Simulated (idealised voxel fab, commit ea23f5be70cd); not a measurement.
process module | voxel self aligned vias
cross-section cut | 235 nm wide | cells 5 nm
A cross-section is a grid of square cells, given in bands from the top down. A band is one or more rows of cells.
Each band's line starts with the height of the band's top and of its bottom, in nm. Then come its materials from left to right, each with its width in nm. One material with "throughout" fills the band from edge to edge. "air" is empty space.
Height 0 is the level under which the wafer as received is all one material. The lowest band goes on downwards, as in "0 down".
A width such as "30 to 40" changes by the same amount from each row of cells to the next, from the band's top row to its bottom row.
"no change" after a step means that no cell of the cross-section changed.
closed voids: empty space of 8 cells or more with no open way to the top, each as width x height at its distance from the left edge, in nm
after a step's settings: what the simulator itself notes on the step
overlay nm, on a step with a mask: how far to the right of its planned place the mask lay; to the left if negative
Each pair below shows a cross-section before one step and the cross-section after it, down to the lowest band that changed. The line under each pair gives the step between them, with its settings. The pairs can come from different runs of this module on the same starting wafer, so a pair continues from the pair above only where its "before" says so.
before
  0 down: Si throughout
  closed voids: none
after
  10 to 0: SiO2 throughout
  below 0: unchanged
  closed voids: none
the step between: op CONFORMAL_DEP | material SiO2 | thk nm 10
before: the cross-section after the pair above
after
  15 to 10: SiCN throughout
  below 10: unchanged
  closed voids: none
the step between: op CONFORMAL_DEP | material SiCN | thk nm 5
before: the cross-section after the pair above
after
  45 to 15: lowk throughout
  below 15: unchanged
  closed voids: none
the step between: op DIRECTIONAL_DEP | material lowk | thk nm 30
before: the cross-section after the pair above
after
  55 to 45: aC throughout
  below 45: unchanged
  closed voids: none
the step between: op DIRECTIONAL_DEP | material aC | thk nm 10
before: the cross-section after the pair above
after
  85 to 55: resist 50 | air 20 | resist 35 | air 20 | resist 35 | air 20 | resist 55
  below 55: unchanged
  closed voids: none
the step between: op PATTERN | tone open | mask id LINES | material resist | width nm 20 | pitch nm 55 | thk nm 30 | overlay nm 0
before: the cross-section after the pair above
after
  75 to 55: resist 50 | air 20 | resist 35 | air 20 | resist 35 | air 20 | resist 55
  55 to 45: aC 50 | air 20 | aC 35 | air 20 | aC 35 | air 20 | aC 55
  below 45: unchanged
  closed voids: none
the step between: op DIRECTIONAL_ETCH | etch materials aC | depth nm 10
before: the cross-section after the pair above
after
  55 to 45: aC 50 | air 20 | aC 35 | air 20 | aC 35 | air 20 | aC 55
  below 45: unchanged
  closed voids: none
the step between: op STRIP | etch materials resist
before: the cross-section after the pair above
after
  55 to 45: aC 50 | air 20 | aC 35 | air 20 | aC 35 | air 20 | aC 55
  45 to 15: lowk 50 | air 20 | lowk 35 | air 20 | lowk 35 | air 20 | lowk 55
  below 15: unchanged
  closed voids: none
the step between: op DIRECTIONAL_ETCH | etch materials lowk | depth nm 30
before: the cross-section after the pair above
after
  45 to 15: lowk 50 | air 20 | lowk 35 | air 20 | lowk 35 | air 20 | lowk 55
  below 15: unchanged
  closed voids: none
the step between: op STRIP | etch materials aC
before: the cross-section after the pair above
after
  50 to 45: TiN 55 | air 10 | TiN 45 | air 10 | TiN 45 | air 10 | TiN 60
  45 to 20: lowk 50 | TiN 5 | air 10 | TiN 5 | lowk 35 | TiN 5 | air 10 | TiN 5 | lowk 35 | TiN 5 | air 10 | TiN 5 | lowk 55
  20 to 15: lowk 50 | TiN 20 | lowk 35 | TiN 20 | lowk 35 | TiN 20 | lowk 55
  below 15: unchanged
  closed voids: none
the step between: op CONFORMAL_DEP | material TiN | thk nm 5
before: the cross-section after the pair above
after
  60 to 50: Ru throughout
  50 to 45: TiN 55 | Ru 10 | TiN 45 | Ru 10 | TiN 45 | Ru 10 | TiN 60
  45 to 20: lowk 50 | TiN 5 | Ru 10 | TiN 5 | lowk 35 | TiN 5 | Ru 10 | TiN 5 | lowk 35 | TiN 5 | Ru 10 | TiN 5 | lowk 55
  below 20: unchanged
  closed voids: none
the step between: op FILL_DEP | material Ru | thk nm 10
before: the cross-section after the pair above
after
  45 to 20: lowk 50 | TiN 5 | Ru 10 | TiN 5 | lowk 35 | TiN 5 | Ru 10 | TiN 5 | lowk 35 | TiN 5 | Ru 10 | TiN 5 | lowk 55
  below 20: unchanged
  closed voids: none
the step between: op CMP | height nm 45
before: the cross-section after the pair above
after
  45 to 35: lowk 50 | air 20 | lowk 35 | air 20 | lowk 35 | air 20 | lowk 55
  below 35: unchanged
  closed voids: none
the step between: op SELECTIVE_ETCH | etch materials W Ru TiN | depth nm 10
before: the cross-section after the pair above
after
  55 to 45: SiN throughout
  45 to 35: lowk 50 | SiN 20 | lowk 35 | SiN 20 | lowk 35 | SiN 20 | lowk 55
  below 35: unchanged
  closed voids: none
the step between: op FILL_DEP | material SiN | thk nm 10
before: the cross-section after the pair above
after
  45 to 35: lowk 50 | SiN 20 | lowk 35 | SiN 20 | lowk 35 | SiN 20 | lowk 55
  below 35: unchanged
  closed voids: none
the step between: op CMP | height nm 45
before: the cross-section after the pair above
after
  60 to 45: lowk throughout
  below 45: unchanged
  closed voids: none
the step between: op DIRECTIONAL_DEP | material lowk | thk nm 15
before: the cross-section after the pair above
after
  75 to 60: resist 45 | air 30 | resist 80 | air 30 | resist 50
  below 60: unchanged
  closed voids: none
the step between: op PATTERN | tone open | mask id VIAS | material resist | width nm 30 | pitch nm 110 | thk nm 15 | overlay nm 0
before: the cross-section after the pair above
after
  75 to 60: resist 45 | air 30 | resist 80 | air 30 | resist 50
  60 to 45: lowk 45 | air 30 | lowk 80 | air 30 | lowk 50
  below 45: unchanged
  closed voids: none
the step between: op DIRECTIONAL_ETCH | etch materials lowk | depth nm 15
before: the cross-section after the pair above
after
  75 to 60: resist 45 | air 30 | resist 80 | air 30 | resist 50
  60 to 45: lowk 45 | air 30 | lowk 80 | air 30 | lowk 50
  45 to 35: lowk 50 | air 20 | lowk 35 | SiN 20 | lowk 35 | air 20 | lowk 55
  below 35: unchanged
  closed voids: none
the step between: op DIRECTIONAL_ETCH | etch materials SiN | depth nm 10
before: the cross-section after the pair above
after
  60 to 45: lowk 45 | air 30 | lowk 80 | air 30 | lowk 50
  below 45: unchanged
  closed voids: none
the step between: op STRIP | etch materials resist
before: the cross-section after the pair above
after
  65 to 60: TiN 50 | air 20 | TiN 90 | air 20 | TiN 55
  60 to 50: lowk 45 | TiN 5 | air 20 | TiN 5 | lowk 80 | TiN 5 | air 20 | TiN 5 | lowk 50
  50 to 45: lowk 45 | TiN 10 | air 10 | TiN 10 | lowk 80 | TiN 10 | air 10 | TiN 10 | lowk 50
  45 to 40: lowk 50 | TiN 5 | air 10 | TiN 5 | lowk 35 | SiN 20 | lowk 35 | TiN 5 | air 10 | TiN 5 | lowk 55
  40 to 35: lowk 50 | TiN 20 | lowk 35 | SiN 20 | lowk 35 | TiN 20 | lowk 55
  below 35: unchanged
  closed voids: none
the step between: op CONFORMAL_DEP | material TiN | thk nm 5
before: the cross-section after the pair above
after
  70 to 65: Cu throughout
  65 to 60: TiN 50 | Cu 20 | TiN 90 | Cu 20 | TiN 55
  60 to 50: lowk 45 | TiN 5 | Cu 20 | TiN 5 | lowk 80 | TiN 5 | Cu 20 | TiN 5 | lowk 50
  50 to 45: lowk 45 | TiN 10 | Cu 10 | TiN 10 | lowk 80 | TiN 10 | Cu 10 | TiN 10 | lowk 50
  45 to 40: lowk 50 | TiN 5 | Cu 10 | TiN 5 | lowk 35 | SiN 20 | lowk 35 | TiN 5 | Cu 10 | TiN 5 | lowk 55
  below 40: unchanged
  closed voids: none
the step between: op FILL_DEP | material Cu | thk nm 5
before: the cross-section after the pair above
after
  60 to 50: lowk 45 | TiN 5 | Cu 20 | TiN 5 | lowk 80 | TiN 5 | Cu 20 | TiN 5 | lowk 50
  below 50: unchanged
  closed voids: none
the step between: op CMP | height nm 60
before: the cross-section after the pair above
after
  65 to 60: SiN throughout
  below 60: unchanged
  closed voids: none
the step between: op CONFORMAL_DEP | material SiN | thk nm 5
before
  10 to 0: SiO2 throughout
  0 down: Si throughout
  closed voids: none
after
  40 to 10: lowk throughout
  below 10: unchanged
  closed voids: none
the step between: op DIRECTIONAL_DEP | material lowk | thk nm 30
before: the cross-section after the pair above
after
  50 to 40: aC throughout
  below 40: unchanged
  closed voids: none
the step between: op DIRECTIONAL_DEP | material aC | thk nm 10
before: the cross-section after the pair above
after
  80 to 50: resist 50 | air 20 | resist 35 | air 20 | resist 35 | air 20 | resist 55
  below 50: unchanged
  closed voids: none
the step between: op PATTERN | tone open | mask id LINES | material resist | width nm 20 | pitch nm 55 | thk nm 30 | overlay nm 0
before: the cross-section after the pair above
after
  70 to 50: resist 50 | air 20 | resist 35 | air 20 | resist 35 | air 20 | resist 55
  50 to 40: aC 50 | air 20 | aC 35 | air 20 | aC 35 | air 20 | aC 55
  below 40: unchanged
  closed voids: none
the step between: op DIRECTIONAL_ETCH | etch materials aC | depth nm 10
before: the cross-section after the pair above
after
  50 to 40: aC 50 | air 20 | aC 35 | air 20 | aC 35 | air 20 | aC 55
  below 40: unchanged
  closed voids: none
the step between: op STRIP | etch materials resist
before: the cross-section after the pair above
after
  50 to 40: aC 50 | air 20 | aC 35 | air 20 | aC 35 | air 20 | aC 55
  40 to 10: lowk 50 | air 20 | lowk 35 | air 20 | lowk 35 | air 20 | lowk 55
  below 10: unchanged
  closed voids: none
the step between: op DIRECTIONAL_ETCH | etch materials lowk | depth nm 30
before: the cross-section after the pair above
after
  40 to 10: lowk 50 | air 20 | lowk 35 | air 20 | lowk 35 | air 20 | lowk 55
  below 10: unchanged
  closed voids: none
the step between: op STRIP | etch materials aC
before: the cross-section after the pair above
after
  45 to 40: TiN 55 | air 10 | TiN 45 | air 10 | TiN 45 | air 10 | TiN 60
  40 to 15: lowk 50 | TiN 5 | air 10 | TiN 5 | lowk 35 | TiN 5 | air 10 | TiN 5 | lowk 35 | TiN 5 | air 10 | TiN 5 | lowk 55
  15 to 10: lowk 50 | TiN 20 | lowk 35 | TiN 20 | lowk 35 | TiN 20 | lowk 55
  below 10: unchanged
  closed voids: none
the step between: op CONFORMAL_DEP | material TiN | thk nm 5
before: the cross-section after the pair above
after
  55 to 45: Ru throughout
  45 to 40: TiN 55 | Ru 10 | TiN 45 | Ru 10 | TiN 45 | Ru 10 | TiN 60
  40 to 15: lowk 50 | TiN 5 | Ru 10 | TiN 5 | lowk 35 | TiN 5 | Ru 10 | TiN 5 | lowk 35 | TiN 5 | Ru 10 | TiN 5 | lowk 55
  below 15: unchanged
  closed voids: none
the step between: op FILL_DEP | material Ru | thk nm 10
before: the cross-section after the pair above
after
  45 to 40: TiN 55 | Ru 10 | TiN 45 | Ru 10 | TiN 45 | Ru 10 | TiN 60
  below 40: unchanged
  closed voids: none
the step between: op CMP | height nm 45
before: the cross-section after the pair above
after
  40 to 35: lowk 50 | air 20 | lowk 35 | air 20 | lowk 35 | air 20 | lowk 55
  below 35: unchanged
  closed voids: none
the step between: op SELECTIVE_ETCH | etch materials W Ru TiN | depth nm 10
before: the cross-section after the pair above
after
  50 to 40: SiN throughout
  40 to 35: lowk 50 | SiN 20 | lowk 35 | SiN 20 | lowk 35 | SiN 20 | lowk 55
  below 35: unchanged
  closed voids: none
the step between: op FILL_DEP | material SiN | thk nm 10
before: the cross-section after the pair above
after
  45 to 40: SiN throughout
  below 40: unchanged
  closed voids: none
the step between: op CMP | height nm 45
before: the cross-section after the pair above
after
  60 to 45: lowk throughout
  below 45: unchanged
  closed voids: none
the step between: op DIRECTIONAL_DEP | material lowk | thk nm 15
before: the cross-section after the pair above
after
  75 to 60: resist 45 | air 30 | resist 80 | air 30 | resist 50
  below 60: unchanged
  closed voids: none
the step between: op PATTERN | tone open | mask id VIAS | material resist | width nm 30 | pitch nm 110 | thk nm 15 | overlay nm 0
before: the cross-section after the pair above
after
  75 to 60: resist 45 | air 30 | resist 80 | air 30 | resist 50
  60 to 45: lowk 45 | air 30 | lowk 80 | air 30 | lowk 50
  below 45: unchanged
  closed voids: none
the step between: op DIRECTIONAL_ETCH | etch materials lowk | depth nm 15
before: the cross-section after the pair above
after
  75 to 60: resist 45 | air 30 | resist 80 | air 30 | resist 50
  60 to 45: lowk 45 | air 30 | lowk 80 | air 30 | lowk 50
  45 to 40: SiN 45 | air 30 | SiN 80 | air 30 | SiN 50
  40 to 35: lowk 50 | air 20 | lowk 35 | SiN 20 | lowk 35 | air 20 | lowk 55
  below 35: unchanged
  closed voids: none
the step between: op DIRECTIONAL_ETCH | etch materials SiN | depth nm 10
before: the cross-section after the pair above
after
  60 to 45: lowk 45 | air 30 | lowk 80 | air 30 | lowk 50
  below 45: unchanged
  closed voids: none
the step between: op STRIP | etch materials resist
before: the cross-section after the pair above
after
  65 to 60: TiN 50 | air 20 | TiN 90 | air 20 | TiN 55
  60 to 45: lowk 45 | TiN 5 | air 20 | TiN 5 | lowk 80 | TiN 5 | air 20 | TiN 5 | lowk 50
  45 to 40: SiN 45 | TiN 10 | air 10 | TiN 10 | SiN 80 | TiN 10 | air 10 | TiN 10 | SiN 50
  40 to 35: lowk 50 | TiN 20 | lowk 35 | SiN 20 | lowk 35 | TiN 20 | lowk 55
  below 35: unchanged
  closed voids: none
the step between: op CONFORMAL_DEP | material TiN | thk nm 5
before: the cross-section after the pair above
after
  70 to 65: Cu throughout
  65 to 60: TiN 50 | Cu 20 | TiN 90 | Cu 20 | TiN 55
  60 to 45: lowk 45 | TiN 5 | Cu 20 | TiN 5 | lowk 80 | TiN 5 | Cu 20 | TiN 5 | lowk 50
  45 to 40: SiN 45 | TiN 10 | Cu 10 | TiN 10 | SiN 80 | TiN 10 | Cu 10 | TiN 10 | SiN 50
  below 40: unchanged
  closed voids: none
the step between: op FILL_DEP | material Cu | thk nm 5
before: the cross-section after the pair above
after
  60 to 45: lowk 45 | TiN 5 | Cu 20 | TiN 5 | lowk 80 | TiN 5 | Cu 20 | TiN 5 | lowk 50
  below 45: unchanged
  closed voids: none
the step between: op CMP | height nm 60
before: the cross-section after the pair above
after
  65 to 60: SiN throughout
  below 60: unchanged
  closed voids: none
the step between: op CONFORMAL_DEP | material SiN | thk nm 5
before
  75 to 60: resist 45 | air 30 | resist 80 | air 30 | resist 50
  60 to 45: lowk 45 | air 30 | lowk 80 | air 30 | lowk 50
  45 to 35: lowk 50 | SiN 20 | lowk 35 | SiN 20 | lowk 35 | SiN 20 | lowk 55
  35 to 20: lowk 50 | TiN 5 | Ru 10 | TiN 5 | lowk 35 | TiN 5 | Ru 10 | TiN 5 | lowk 35 | TiN 5 | Ru 10 | TiN 5 | lowk 55
  20 to 15: lowk 50 | TiN 20 | lowk 35 | TiN 20 | lowk 35 | TiN 20 | lowk 55
  15 to 10: SiCN throughout
  10 to 0: SiO2 throughout
  0 down: Si throughout
  closed voids: none
after
  75 to 60: resist 45 | air 30 | resist 80 | air 30 | resist 50
  60 to 45: lowk 45 | air 30 | lowk 80 | air 30 | lowk 50
  45 to 35: lowk 45 | air 5 | SiN 20 | air 5 | lowk 30 | SiN 20 | lowk 30 | air 5 | SiN 20 | air 5 | lowk 50
  35 to 30: lowk 45 | air 5 | TiN 5 | Ru 10 | TiN 5 | air 5 | lowk 30 | TiN 5 | Ru 10 | TiN 5 | lowk 30 | air 5 | TiN 5 | Ru 10 | TiN 5 | air 5 | lowk 50
  below 30: unchanged
  closed voids: none
the step between: op DIRECTIONAL_ETCH | etch materials lowk | depth nm 15
before: the cross-section after the pair above
after
  75 to 60: resist 45 | air 30 | resist 80 | air 30 | resist 50
  60 to 45: lowk 45 | air 30 | lowk 80 | air 30 | lowk 50
  45 to 35: lowk 45 | air 30 | lowk 30 | SiN 20 | lowk 30 | air 30 | lowk 50
  below 35: unchanged
  closed voids: none
the step between: op DIRECTIONAL_ETCH | etch materials SiN | depth nm 10
before: the cross-section after the pair above
after
  60 to 45: lowk 45 | air 30 | lowk 80 | air 30 | lowk 50
  below 45: unchanged
  closed voids: none
the step between: op STRIP | etch materials resist
before: the cross-section after the pair above
after
  65 to 60: TiN 50 | air 20 | TiN 90 | air 20 | TiN 55
  60 to 45: lowk 45 | TiN 5 | air 20 | TiN 5 | lowk 80 | TiN 5 | air 20 | TiN 5 | lowk 50
  45 to 40: lowk 45 | TiN 5 | air 20 | TiN 5 | lowk 30 | SiN 20 | lowk 30 | TiN 5 | air 20 | TiN 5 | lowk 50
  40 to 35: lowk 45 | TiN 30 | lowk 30 | SiN 20 | lowk 30 | TiN 30 | lowk 50
  35 to 30: lowk 45 | TiN 10 | Ru 10 | TiN 10 | lowk 30 | TiN 5 | Ru 10 | TiN 5 | lowk 30 | TiN 10 | Ru 10 | TiN 10 | lowk 50
  below 30: unchanged
  closed voids: none
the step between: op CONFORMAL_DEP | material TiN | thk nm 5
before: the cross-section after the pair above
after
  70 to 65: Cu throughout
  65 to 60: TiN 50 | Cu 20 | TiN 90 | Cu 20 | TiN 55
  60 to 45: lowk 45 | TiN 5 | Cu 20 | TiN 5 | lowk 80 | TiN 5 | Cu 20 | TiN 5 | lowk 50
  45 to 40: lowk 45 | TiN 5 | Cu 20 | TiN 5 | lowk 30 | SiN 20 | lowk 30 | TiN 5 | Cu 20 | TiN 5 | lowk 50
  below 40: unchanged
  closed voids: none
the step between: op FILL_DEP | material Cu | thk nm 5
before: the cross-section after the pair above
after
  60 to 45: lowk 45 | TiN 5 | Cu 20 | TiN 5 | lowk 80 | TiN 5 | Cu 20 | TiN 5 | lowk 50
  below 45: unchanged
  closed voids: none
the step between: op CMP | height nm 60
before: the cross-section after the pair above
after
  65 to 60: SiN throughout
  below 60: unchanged
  closed voids: none
the step between: op CONFORMAL_DEP | material SiN | thk nm 5
before
  0 down: Si throughout
  closed voids: none
after
  5 to 0: SiCN throughout
  below 0: unchanged
  closed voids: none
the step between: op CONFORMAL_DEP | material SiCN | thk nm 5
before: the cross-section after the pair above
after
  15 to 5: SiO2 throughout
  below 5: unchanged
  closed voids: none
the step between: op CONFORMAL_DEP | material SiO2 | thk nm 10
before: the cross-section after the pair above
after
  45 to 15: lowk throughout
  below 15: unchanged
  closed voids: none
the step between: op DIRECTIONAL_DEP | material lowk | thk nm 30
before: the cross-section after the pair above
after
  55 to 45: aC throughout
  below 45: unchanged
  closed voids: none
the step between: op DIRECTIONAL_DEP | material aC | thk nm 10
before: the cross-section after the pair above
after
  85 to 55: resist 50 | air 20 | resist 35 | air 20 | resist 35 | air 20 | resist 55
  below 55: unchanged
  closed voids: none
the step between: op PATTERN | tone open | mask id LINES | material resist | width nm 20 | pitch nm 55 | thk nm 30 | overlay nm 0
before: the cross-section after the pair above
after
  75 to 55: resist 50 | air 20 | resist 35 | air 20 | resist 35 | air 20 | resist 55
  55 to 45: aC 50 | air 20 | aC 35 | air 20 | aC 35 | air 20 | aC 55
  below 45: unchanged
  closed voids: none
the step between: op DIRECTIONAL_ETCH | etch materials aC | depth nm 10
before: the cross-section after the pair above
after
  55 to 45: aC 50 | air 20 | aC 35 | air 20 | aC 35 | air 20 | aC 55
  below 45: unchanged
  closed voids: none
the step between: op STRIP | etch materials resist
before: the cross-section after the pair above
after
  55 to 45: aC 50 | air 20 | aC 35 | air 20 | aC 35 | air 20 | aC 55
  45 to 15: lowk 50 | air 20 | lowk 35 | air 20 | lowk 35 | air 20 | lowk 55
  below 15: unchanged
  closed voids: none
the step between: op DIRECTIONAL_ETCH | etch materials lowk | depth nm 30
before: the cross-section after the pair above
after
  45 to 15: lowk 50 | air 20 | lowk 35 | air 20 | lowk 35 | air 20 | lowk 55
  below 15: unchanged
  closed voids: none
the step between: op STRIP | etch materials aC
before: the cross-section after the pair above
after
  50 to 45: TiN 55 | air 10 | TiN 45 | air 10 | TiN 45 | air 10 | TiN 60
  45 to 20: lowk 50 | TiN 5 | air 10 | TiN 5 | lowk 35 | TiN 5 | air 10 | TiN 5 | lowk 35 | TiN 5 | air 10 | TiN 5 | lowk 55
  20 to 15: lowk 50 | TiN 20 | lowk 35 | TiN 20 | lowk 35 | TiN 20 | lowk 55
  below 15: unchanged
  closed voids: none
the step between: op CONFORMAL_DEP | material TiN | thk nm 5
before: the cross-section after the pair above
after
  60 to 50: Ru throughout
  50 to 45: TiN 55 | Ru 10 | TiN 45 | Ru 10 | TiN 45 | Ru 10 | TiN 60
  45 to 20: lowk 50 | TiN 5 | Ru 10 | TiN 5 | lowk 35 | TiN 5 | Ru 10 | TiN 5 | lowk 35 | TiN 5 | Ru 10 | TiN 5 | lowk 55
  below 20: unchanged
  closed voids: none
the step between: op FILL_DEP | material Ru | thk nm 10
before: the cross-section after the pair above
after
  45 to 20: lowk 50 | TiN 5 | Ru 10 | TiN 5 | lowk 35 | TiN 5 | Ru 10 | TiN 5 | lowk 35 | TiN 5 | Ru 10 | TiN 5 | lowk 55
  below 20: unchanged
  closed voids: none
the step between: op CMP | height nm 45
before: the cross-section after the pair above
after
  45 to 35: lowk 50 | air 20 | lowk 35 | air 20 | lowk 35 | air 20 | lowk 55
  below 35: unchanged
  closed voids: none
the step between: op SELECTIVE_ETCH | etch materials W Ru TiN | depth nm 10
before: the cross-section after the pair above
after
  55 to 45: SiN throughout
  45 to 35: lowk 50 | SiN 20 | lowk 35 | SiN 20 | lowk 35 | SiN 20 | lowk 55
  below 35: unchanged
  closed voids: none
the step between: op FILL_DEP | material SiN | thk nm 10
before: the cross-section after the pair above
after
  45 to 35: lowk 50 | SiN 20 | lowk 35 | SiN 20 | lowk 35 | SiN 20 | lowk 55
  below 35: unchanged
  closed voids: none
the step between: op CMP | height nm 45
before: the cross-section after the pair above
after
  60 to 45: lowk throughout
  below 45: unchanged
  closed voids: none
the step between: op DIRECTIONAL_DEP | material lowk | thk nm 15
before: the cross-section after the pair above
after
  75 to 60: resist 45 | air 30 | resist 80 | air 30 | resist 50
  below 60: unchanged
  closed voids: none
the step between: op PATTERN | tone open | mask id VIAS | material resist | width nm 30 | pitch nm 110 | thk nm 15 | overlay nm 0
before: the cross-section after the pair above
after
  75 to 60: resist 45 | air 30 | resist 80 | air 30 | resist 50
  60 to 45: lowk 45 | air 30 | lowk 80 | air 30 | lowk 50
  below 45: unchanged
  closed voids: none
the step between: op DIRECTIONAL_ETCH | etch materials lowk | depth nm 15
before: the cross-section after the pair above
after
  75 to 60: resist 45 | air 30 | resist 80 | air 30 | resist 50
  60 to 45: lowk 45 | air 30 | lowk 80 | air 30 | lowk 50
  45 to 35: lowk 50 | air 20 | lowk 35 | SiN 20 | lowk 35 | air 20 | lowk 55
  below 35: unchanged
  closed voids: none
the step between: op DIRECTIONAL_ETCH | etch materials SiN | depth nm 10
before: the cross-section after the pair above
after
  60 to 45: lowk 45 | air 30 | lowk 80 | air 30 | lowk 50
  below 45: unchanged
  closed voids: none
the step between: op STRIP | etch materials resist
before: the cross-section after the pair above
after
  65 to 60: TiN 50 | air 20 | TiN 90 | air 20 | TiN 55
  60 to 50: lowk 45 | TiN 5 | air 20 | TiN 5 | lowk 80 | TiN 5 | air 20 | TiN 5 | lowk 50
  50 to 45: lowk 45 | TiN 10 | air 10 | TiN 10 | lowk 80 | TiN 10 | air 10 | TiN 10 | lowk 50
  45 to 40: lowk 50 | TiN 5 | air 10 | TiN 5 | lowk 35 | SiN 20 | lowk 35 | TiN 5 | air 10 | TiN 5 | lowk 55
  40 to 35: lowk 50 | TiN 20 | lowk 35 | SiN 20 | lowk 35 | TiN 20 | lowk 55
  below 35: unchanged
  closed voids: none
the step between: op CONFORMAL_DEP | material TiN | thk nm 5
before: the cross-section after the pair above
after
  70 to 65: Cu throughout
  65 to 60: TiN 50 | Cu 20 | TiN 90 | Cu 20 | TiN 55
  60 to 50: lowk 45 | TiN 5 | Cu 20 | TiN 5 | lowk 80 | TiN 5 | Cu 20 | TiN 5 | lowk 50
  50 to 45: lowk 45 | TiN 10 | Cu 10 | TiN 10 | lowk 80 | TiN 10 | Cu 10 | TiN 10 | lowk 50
  45 to 40: lowk 50 | TiN 5 | Cu 10 | TiN 5 | lowk 35 | SiN 20 | lowk 35 | TiN 5 | Cu 10 | TiN 5 | lowk 55
  below 40: unchanged
  closed voids: none
the step between: op FILL_DEP | material Cu | thk nm 5
before: the cross-section after the pair above
after
  60 to 50: lowk 45 | TiN 5 | Cu 20 | TiN 5 | lowk 80 | TiN 5 | Cu 20 | TiN 5 | lowk 50
  below 50: unchanged
  closed voids: none
the step between: op CMP | height nm 60
before: the cross-section after the pair above
after
  65 to 60: SiN throughout
  below 60: unchanged
  closed voids: none
the step between: op CONFORMAL_DEP | material SiN | thk nm 5
before
  55 to 45: SiN throughout
  45 to 35: lowk 50 | SiN 20 | lowk 35 | SiN 20 | lowk 35 | SiN 20 | lowk 55
  35 to 20: lowk 50 | TiN 5 | Ru 10 | TiN 5 | lowk 35 | TiN 5 | Ru 10 | TiN 5 | lowk 35 | TiN 5 | Ru 10 | TiN 5 | lowk 55
  20 to 15: lowk 50 | TiN 20 | lowk 35 | TiN 20 | lowk 35 | TiN 20 | lowk 55
  15 to 10: SiCN throughout
  10 to 0: SiO2 throughout
  0 down: Si throughout
  closed voids: none
after
  35 to 20: lowk 50 | TiN 5 | Ru 10 | TiN 5 | lowk 35 | TiN 5 | Ru 10 | TiN 5 | lowk 35 | TiN 5 | Ru 10 | TiN 5 | lowk 55
  below 20: unchanged
  closed voids: none
the step between: op CMP | height nm 35
before: the cross-section after the pair above
after
  50 to 35: lowk throughout
  below 35: unchanged
  closed voids: none
the step between: op DIRECTIONAL_DEP | material lowk | thk nm 15
before: the cross-section after the pair above
after
  65 to 50: resist 45 | air 30 | resist 80 | air 30 | resist 50
  below 50: unchanged
  closed voids: none
the step between: op PATTERN | tone open | mask id VIAS | material resist | width nm 30 | pitch nm 110 | thk nm 15 | overlay nm 0
before: the cross-section after the pair above
after
  65 to 50: resist 45 | air 30 | resist 80 | air 30 | resist 50
  50 to 35: lowk 45 | air 30 | lowk 80 | air 30 | lowk 50
  below 35: unchanged
  closed voids: none
the step between: op DIRECTIONAL_ETCH | etch materials lowk | depth nm 15
before: the cross-section after the pair above
after
  50 to 35: lowk 45 | air 30 | lowk 80 | air 30 | lowk 50
  below 35: unchanged
  closed voids: none
the step between: op STRIP | etch materials resist
before: the cross-section after the pair above
after
  55 to 50: TiN 50 | air 20 | TiN 90 | air 20 | TiN 55
  50 to 40: lowk 45 | TiN 5 | air 20 | TiN 5 | lowk 80 | TiN 5 | air 20 | TiN 5 | lowk 50
  40 to 35: lowk 45 | TiN 30 | lowk 80 | TiN 30 | lowk 50
  below 35: unchanged
  closed voids: none
the step between: op CONFORMAL_DEP | material TiN | thk nm 5
before: the cross-section after the pair above
after
  60 to 55: Cu throughout
  55 to 50: TiN 50 | Cu 20 | TiN 90 | Cu 20 | TiN 55
  50 to 40: lowk 45 | TiN 5 | Cu 20 | TiN 5 | lowk 80 | TiN 5 | Cu 20 | TiN 5 | lowk 50
  below 40: unchanged
  closed voids: none
the step between: op FILL_DEP | material Cu | thk nm 5
before: the cross-section after the pair above
after
  65 to 60: SiN throughout
  below 60: unchanged
  closed voids: none
the step between: op CONFORMAL_DEP | material SiN | thk nm 5
before
  60 to 45: lowk throughout
  45 to 35: lowk 50 | SiN 20 | lowk 35 | SiN 20 | lowk 35 | SiN 20 | lowk 55
  35 to 20: lowk 50 | TiN 5 | Ru 10 | TiN 5 | lowk 35 | TiN 5 | Ru 10 | TiN 5 | lowk 35 | TiN 5 | Ru 10 | TiN 5 | lowk 55
  20 to 15: lowk 50 | TiN 20 | lowk 35 | TiN 20 | lowk 35 | TiN 20 | lowk 55
  15 to 10: SiCN throughout
  10 to 0: SiO2 throughout
  0 down: Si throughout
  closed voids: none
after
  75 to 60: resist 45 | air 35 | resist 75 | air 35 | resist 45
  below 60: unchanged
  closed voids: none
the step between: op PATTERN | tone open | mask id VIAS | material resist | width nm 35 | pitch nm 110 | thk nm 15 | overlay nm 0
before: the cross-section after the pair above
after
  75 to 60: resist 45 | air 35 | resist 75 | air 35 | resist 45
  60 to 45: lowk 45 | air 35 | lowk 75 | air 35 | lowk 45
  below 45: unchanged
  closed voids: none
the step between: op DIRECTIONAL_ETCH | etch materials lowk | depth nm 15
before: the cross-section after the pair above
after
  75 to 60: resist 45 | air 35 | resist 75 | air 35 | resist 45
  60 to 45: lowk 45 | air 35 | lowk 75 | air 35 | lowk 45
  45 to 35: lowk 50 | air 20 | lowk 35 | SiN 20 | lowk 35 | air 20 | lowk 55
  below 35: unchanged
  closed voids: none
the step between: op DIRECTIONAL_ETCH | etch materials SiN | depth nm 10
before: the cross-section after the pair above
after
  60 to 45: lowk 45 | air 35 | lowk 75 | air 35 | lowk 45
  below 45: unchanged
  closed voids: none
the step between: op STRIP | etch materials resist
before: the cross-section after the pair above
after
  65 to 60: TiN 50 | air 25 | TiN 85 | air 25 | TiN 50
  60 to 50: lowk 45 | TiN 5 | air 25 | TiN 5 | lowk 75 | TiN 5 | air 25 | TiN 5 | lowk 45
  50 to 45: lowk 45 | TiN 10 | air 10 | TiN 15 | lowk 75 | TiN 10 | air 10 | TiN 15 | lowk 45
  45 to 40: lowk 50 | TiN 5 | air 10 | TiN 5 | lowk 35 | SiN 20 | lowk 35 | TiN 5 | air 10 | TiN 5 | lowk 55
  40 to 35: lowk 50 | TiN 20 | lowk 35 | SiN 20 | lowk 35 | TiN 20 | lowk 55
  below 35: unchanged
  closed voids: none
the step between: op CONFORMAL_DEP | material TiN | thk nm 5
before: the cross-section after the pair above
after
  70 to 65: Cu throughout
  65 to 60: TiN 50 | Cu 25 | TiN 85 | Cu 25 | TiN 50
  60 to 50: lowk 45 | TiN 5 | Cu 25 | TiN 5 | lowk 75 | TiN 5 | Cu 25 | TiN 5 | lowk 45
  50 to 45: lowk 45 | TiN 10 | Cu 10 | TiN 15 | lowk 75 | TiN 10 | Cu 10 | TiN 15 | lowk 45
  45 to 40: lowk 50 | TiN 5 | Cu 10 | TiN 5 | lowk 35 | SiN 20 | lowk 35 | TiN 5 | Cu 10 | TiN 5 | lowk 55
  below 40: unchanged
  closed voids: none
the step between: op FILL_DEP | material Cu | thk nm 5
before: the cross-section after the pair above
after
  60 to 50: lowk 45 | TiN 5 | Cu 25 | TiN 5 | lowk 75 | TiN 5 | Cu 25 | TiN 5 | lowk 45
  below 50: unchanged
  closed voids: none
the step between: op CMP | height nm 60
before: the cross-section after the pair above
after
  65 to 60: SiN throughout
  below 60: unchanged
  closed voids: none
the step between: op CONFORMAL_DEP | material SiN | thk nm 5
